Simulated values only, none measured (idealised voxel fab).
process module | voxel self aligned vias
cross-section cut | 225 nm wide | cells 5 nm
A cross-section is a grid of square cells, given in bands from the top down. A band is one or more rows of cells.
Each band's line starts with the height of the band's top and of its bottom, in nm. Then come its materials from left to right, each with its width in nm. One material with "throughout" fills the band from edge to edge. "air" is empty space.
Height 0 is the level under which the wafer as received is all one material. The lowest band goes on downwards, as in "0 down".
A width such as "30 to 40" changes by the same amount from each row of cells to the next, from the band's top row to its bottom row.
"no change" after a step means that no cell of the cross-section changed.
closed voids: empty space of 8 cells or more with no open way to the top, each as width x height at its distance from the left edge, in nm
after a step's settings: what the simulator itself notes on the step
overlay nm, on a step with a mask: how far to the right of its planned place the mask lay; to the left if negative
plan
1 op RECEIVE | material Si
2 op CONFORMAL_DEP | material SiO2 | thk nm 10
3 op CONFORMAL_DEP | material SiCN | thk nm 5
4 op DIRECTIONAL_DEP | material lowk | thk nm 20
5 op PATTERN | tone open | mask id LINES | material resist | width nm 20 | pitch nm 60 | thk nm 15 | overlay nm 0
6 op DIRECTIONAL_ETCH | etch materials lowk | depth nm 20
7 op STRIP | etch materials resist
8 op CONFORMAL_DEP | material TiN | thk nm 5
9 op FILL_DEP | material W | thk nm 5
10 op CMP | height nm 35
11 op SELECTIVE_ETCH | etch materials W Ru TiN | depth nm 5
12 op FILL_DEP | material SiN | thk nm 10
13 op CMP | height nm 35
14 op DIRECTIONAL_DEP | material lowk | thk nm 15
15 op DIRECTIONAL_DEP | material aC | thk nm 15
16 op PATTERN | tone open | mask id VIAS | material resist | width nm 40 | pitch nm 60 | thk nm 30 | overlay nm 0
17 op DIRECTIONAL_ETCH | etch materials aC | depth nm 15
18 op STRIP | etch materials resist
19 op DIRECTIONAL_ETCH | etch materials lowk | depth nm 15
20 op DIRECTIONAL_ETCH | etch materials SiN | depth nm 5
21 op STRIP | etch materials aC
22 op CONFORMAL_DEP | material TiN | thk nm 5
23 op FILL_DEP | material Cu | thk nm 5
24 op CMP | height nm 50
25 op CONFORMAL_DEP | material SiN | thk nm 5
as received, after step 1
  0 down: Si throughout
  closed voids: none
a wafer at the end: this start, this plan, one mistake
  55 to 50: SiN throughout
  50 to 35: lowk 60 | TiN 5 | Cu 30 | TiN 5 | lowk 20 | TiN 5 | Cu 30 | TiN 5 | lowk 65
  35 to 30: SiN 60 | TiN 40 | SiN 20 | TiN 40 | SiN 65
  30 to 15: TiN throughout
  15 to 10: SiCN throughout
  10 to 0: SiO2 throughout
  0 down: Si throughout
  closed voids: none
what went wrong: step 4 ran as: op DIRECTIONAL_DEP | material TiN | thk nm 20
